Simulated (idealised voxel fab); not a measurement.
voxel gate over fins: a process module
cross-section cut | 295 nm wide | cells 5 nm
Cross-sections here: square-cell grids, written as top-down lists of bands, a band being one or more rows of cells. Within each band entry, the heights of the top and of the bottom of the band appear first, in that order and in nm; the materials of the band then follow from left to right, each with its corresponding width in nm. The designation "throughout" on a single material indicates that it fills the band from edge to edge; the designation "empty" indicates empty space. A quick word on heights: they are counted from 0, and under that level the wafer as it came to us is one material throughout. The lowest band is different from the rest in having no bottom; it simply continues downward, written as in "top 0, no bottom". The width entry "30 to 40" should be interpreted row by row: the top row of cells in the band takes the first number, the bottom row takes the second number, and the change between adjacent rows is uniform throughout. Reading "nothing altered" for a step: not a cell of the cross-section changed in it. Voids not open to the top, 8 cells minimum: see "Closed void list". Written width x height at distance; distance is from the left edge; nm. Formally, on a step line, whatever follows the settings is a remark that the simulator itself makes on the step. Among the settings permitted on a step's line is "overlay nm"; applied to a step with a mask, it specifies the extent to which the mask lay to the right of its planned position, whereas a negative figure signifies a position to the left.

Steps in the process plan
1,RECEIVE with material Si
2,CONFORMAL_DEP with material SiN, thk nm 10
3,PATTERN with tone cover, mask id FINS, material resist, width nm 15, pitch nm 45, thk nm 15, overlay nm 0
4,DIRECTIONAL_ETCH with etch materials SiN, depth nm 10
5,DIRECTIONAL_ETCH with etch materials Si, depth nm 40
6,STRIP with etch materials resist
7,OXIDIZE with depth nm 5
8,FILL_DEP with material SiO2, thk nm 15
9,CMP with height nm 10
10,SELECTIVE_ETCH with etch materials SiO2, depth nm 25
11,STRIP with etch materials SiN
12,CONFORMAL_DEP with material HfO2, thk nm 5
13,CONFORMAL_DEP with material TiN, thk nm 5
14,CONFORMAL_DEP with material TiAl, thk nm 5
15,CONFORMAL_DEP with material TiN, thk nm 5
16,FILL_DEP with material W, thk nm 15
17,CMP with height nm 30
18,CONFORMAL_DEP with material SiCN, thk nm 5

Wafer cross-section on receipt, i.e. after step 1
top 0, no bottom = Si throughout
Closed void list: none

The plan above was carried out on the starting structure above with one mistake, and this cross-section shows the wafer at the end of the module
top 35, bottom 30 = SiCN throughout
top 30, bottom 25 = TiN throughout
top 25, bottom 20 = TiAl throughout
top 20, bottom 15 = TiN throughout
top 15, bottom 0 = HfO2 throughout
top 0, no bottom = Si throughout
Closed void list: none
Short version of what went wrong: step 2 ran differently from the plan; actual operation with settings: CONFORMAL_DEP with material HfO2, thk nm 10
